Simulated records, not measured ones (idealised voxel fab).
process module | voxel plated lines
cross-section cut | 245 nm wide | cells 5 nm
A cross-section is a grid of square cells, given in bands from the top down. A band is one or more rows of cells.
Each band's line starts with the height of the band's top and of its bottom, in nm. Then come its materials from left to right, each with its width in nm. One material with "throughout" fills the band from edge to edge. "air" is empty space.
Height 0 is the level under which the wafer as received is all one material. The lowest band goes on downwards, as in "0 down".
A width such as "30 to 40" changes by the same amount from each row of cells to the next, from the band's top row to its bottom row.
"no change" after a step means that no cell of the cross-section changed.
closed voids: empty space of 8 cells or more with no open way to the top, each as width x height at its distance from the left edge, in nm
after a step's settings: what the simulator itself notes on the step
overlay nm, on a step with a mask: how far to the right of its planned place the mask lay; to the left if negative
plan
1 op RECEIVE | material Si
2 op CONFORMAL_DEP | material SiN | thk nm 10
3 op DIRECTIONAL_DEP | material TiN | thk nm 5
4 op PATTERN | tone open | mask id LINES | material resist | width nm 30 | pitch nm 55 | thk nm 35 | overlay nm 0
5 op EPI | material Ru | thk nm 10
6 op EPI | material Ru | thk nm 5
7 op EPI | material Ru | thk nm 5
8 op STRIP | etch materials resist
9 op DIRECTIONAL_ETCH | etch materials TiN | depth nm 5
10 op CONFORMAL_DEP | material SiO2 | thk nm 5
first wafer, as planned
as received, after step 1
  0 down: Si throughout
  closed voids: none
after step 2
  10 to 0: SiN throughout
  below 0: unchanged
after step 3
  15 to 10: TiN throughout
  below 10: unchanged
after step 4
  50 to 15: resist 25 | air 30 | resist 25 | air 30 | resist 25 | air 30 | resist 25 | air 30 | resist 25
  below 15: unchanged
after step 5
  50 to 25: resist 25 | air 30 | resist 25 | air 30 | resist 25 | air 30 | resist 25 | air 30 | resist 25
  25 to 15: resist 25 | Ru 30 | resist 25 | Ru 30 | resist 25 | Ru 30 | resist 25 | Ru 30 | resist 25
  below 15: unchanged
after step 6
  50 to 30: resist 25 | air 30 | resist 25 | air 30 | resist 25 | air 30 | resist 25 | air 30 | resist 25
  30 to 15: resist 25 | Ru 30 | resist 25 | Ru 30 | resist 25 | Ru 30 | resist 25 | Ru 30 | resist 25
  below 15: unchanged
after step 7
  50 to 35: resist 25 | air 30 | resist 25 | air 30 | resist 25 | air 30 | resist 25 | air 30 | resist 25
  35 to 15: resist 25 | Ru 30 | resist 25 | Ru 30 | resist 25 | Ru 30 | resist 25 | Ru 30 | resist 25
  below 15: unchanged
after step 8
  35 to 15: air 25 | Ru 30 | air 25 | Ru 30 | air 25 | Ru 30 | air 25 | Ru 30 | air 25
  below 15: unchanged
after step 9
  35 to 15: air 25 | Ru 30 | air 25 | Ru 30 | air 25 | Ru 30 | air 25 | Ru 30 | air 25
  15 to 10: air 25 | TiN 30 | air 25 | TiN 30 | air 25 | TiN 30 | air 25 | TiN 30 | air 25
  below 10: unchanged
after step 10
  40 to 35: air 20 | SiO2 40 | air 15 | SiO2 40 | air 15 | SiO2 40 | air 15 | SiO2 40 | air 20
  35 to 15: air 20 | SiO2 5 | Ru 30 | SiO2 5 | air 15 | SiO2 5 | Ru 30 | SiO2 5 | air 15 | SiO2 5 | Ru 30 | SiO2 5 | air 15 | SiO2 5 | Ru 30 | SiO2 5 | air 20
  15 to 10: SiO2 25 | TiN 30 | SiO2 25 | TiN 30 | SiO2 25 | TiN 30 | SiO2 25 | TiN 30 | SiO2 25
  below 10: unchanged
second wafer: like start, like plan, one mistake. Through step 3 it matches the first wafer
when step 4 should have ended
  50 to 15: air 25 | resist 30 | air 25 | resist 30 | air 25 | resist 30 | air 25 | resist 30 | air 25
  below 15: unchanged
when step 5 should have ended
  50 to 25: air 25 | resist 30 | air 25 | resist 30 | air 25 | resist 30 | air 25 | resist 30 | air 25
  25 to 15: Ru 25 | resist 30 | Ru 25 | resist 30 | Ru 25 | resist 30 | Ru 25 | resist 30 | Ru 25
  below 15: unchanged
when step 6 should have ended
  50 to 30: air 25 | resist 30 | air 25 | resist 30 | air 25 | resist 30 | air 25 | resist 30 | air 25
  30 to 15: Ru 25 | resist 30 | Ru 25 | resist 30 | Ru 25 | resist 30 | Ru 25 | resist 30 | Ru 25
  below 15: unchanged
when step 7 should have ended
  50 to 35: air 25 | resist 30 | air 25 | resist 30 | air 25 | resist 30 | air 25 | resist 30 | air 25
  35 to 15: Ru 25 | resist 30 | Ru 25 | resist 30 | Ru 25 | resist 30 | Ru 25 | resist 30 | Ru 25
  below 15: unchanged
when step 8 should have ended
  35 to 15: Ru 25 | air 30 | Ru 25 | air 30 | Ru 25 | air 30 | Ru 25 | air 30 | Ru 25
  below 15: unchanged
when step 9 should have ended
  35 to 15: Ru 25 | air 30 | Ru 25 | air 30 | Ru 25 | air 30 | Ru 25 | air 30 | Ru 25
  15 to 10: TiN 25 | air 30 | TiN 25 | air 30 | TiN 25 | air 30 | TiN 25 | air 30 | TiN 25
  below 10: unchanged
when step 10 should have ended
  40 to 35: SiO2 30 | air 20 | SiO2 35 | air 20 | SiO2 35 | air 20 | SiO2 35 | air 20 | SiO2 30
  35 to 15: Ru 25 | SiO2 5 | air 20 | SiO2 5 | Ru 25 | SiO2 5 | air 20 | SiO2 5 | Ru 25 | SiO2 5 | air 20 | SiO2 5 | Ru 25 | SiO2 5 | air 20 | SiO2 5 | Ru 25
  15 to 10: TiN 25 | SiO2 30 | TiN 25 | SiO2 30 | TiN 25 | SiO2 30 | TiN 25 | SiO2 30 | TiN 25
  below 10: unchanged
what went wrong: step 4 ran as: op PATTERN | tone cover | mask id LINES | material resist | width nm 30 | pitch nm 55 | thk nm 35 | overlay nm 0
at the end the second wafer has, in cells: 4 more of Ru | 1 more of TiN
